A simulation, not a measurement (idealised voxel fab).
The following process module bears the name voxel ribs on slabs.
The width of the displayed cross-section, cut, is 190 nm; its cells are square, with a size of 5 nm.
Cross-section = grid of square cells, listed top down in bands; band = one or more rows.
Top, bottom (nm), then materials left to right with widths (nm); lone material tagged "edge to edge" fills the whole band edge to edge; "air" = empty space.
Note: height 0 marks the level under which the wafer is uniformly one material as received. Lowest band unbounded below, written "0 down".
With a width like "30 to 40", each row of cells in the band differs from the next by the same amount, the top row carrying the first number and the bottom row the second.
"nothing different" after a step means that no cell of the cross-section changed.
So "Enclosed cavity list" is basically the list of trapped voids: any empty space of 8 cells or more that can't reach the top through an opening. They're written width x height at distance, the distance being from the left edge, and it's all nm.
Step line, after settings: the simulator's comment on this step.
overlay nm: right-of-plan distance of the mask on a masked step; negative values mean left-of-plan.
### List of planned process steps
| 1 | RECEIVE [material Si] |
| 2 | DIRECTIONAL_DEP [material SiO2] [thk nm 20] |
| 3 | DIRECTIONAL_DEP [material SiN] [thk nm 20] |
| 4 | DIRECTIONAL_DEP [material aC] [thk nm 10] |
| 5 | PATTERN [tone cover] [mask id RIB] [material resist] [width nm 15] [thk nm 25] [overlay nm 0] |
| 6 | DIRECTIONAL_ETCH [etch materials aC] [depth nm 10] |
| 7 | STRIP [etch materials resist] |
| 8 | DIRECTIONAL_ETCH [etch materials SiN] [depth nm 15] |
| 9 | STRIP [etch materials aC] |
| 10 | PATTERN [tone cover] [mask id SLAB] [material resist] [width nm 65] [thk nm 20] [overlay nm 0] |
| 11 | DIRECTIONAL_ETCH [etch materials SiN] [depth nm 5] |
| 12 | STRIP [etch materials resist] |
| 13 | FILL_DEP [material SiO2] [thk nm 20] |
| 14 | CMP [height nm 50] |
| 15 | DIRECTIONAL_DEP [material W] [thk nm 10] |
| 16 | PATTERN [tone cover] [mask id HEATER] [material resist] [width nm 25] [thk nm 15] [overlay nm 0] |
| 17 | DIRECTIONAL_ETCH [etch materials W] [depth nm 10] |
| 18 | STRIP [etch materials resist] |
| 19 | CONFORMAL_DEP [material SiN] [thk nm 5] |
### Shown in cross-section is the wafer as received, that is, as it stands after step 1
> 0 down = Si edge to edge
> Enclosed cavity list: none
### What the wafer looks like in cross-section after this module, when it starts as shown above and follows the plan above but one mistake is made in running it
> 65 to 60 = air=75 / SiN=35 / air=80
> 60 to 55 = air=75 / SiN=5 / W=25 / SiN=5 / air=80
> 55 to 50 = SiN=80 / W=25 / SiN=85
> 50 to 40 = SiO2 edge to edge
> 40 to 25 = SiO2=85 / SiN=15 / SiO2=90
> 25 to 20 = SiO2=65 / SiN=60 / SiO2=65
> 20 to 0 = SiO2 edge to edge
> 0 down = Si edge to edge
> Enclosed cavity list: none
Here's what went sideways: step 10 ran as: PATTERN [tone cover] [mask id SLAB] [material resist] [width nm 60] [thk nm 20] [overlay nm 0]
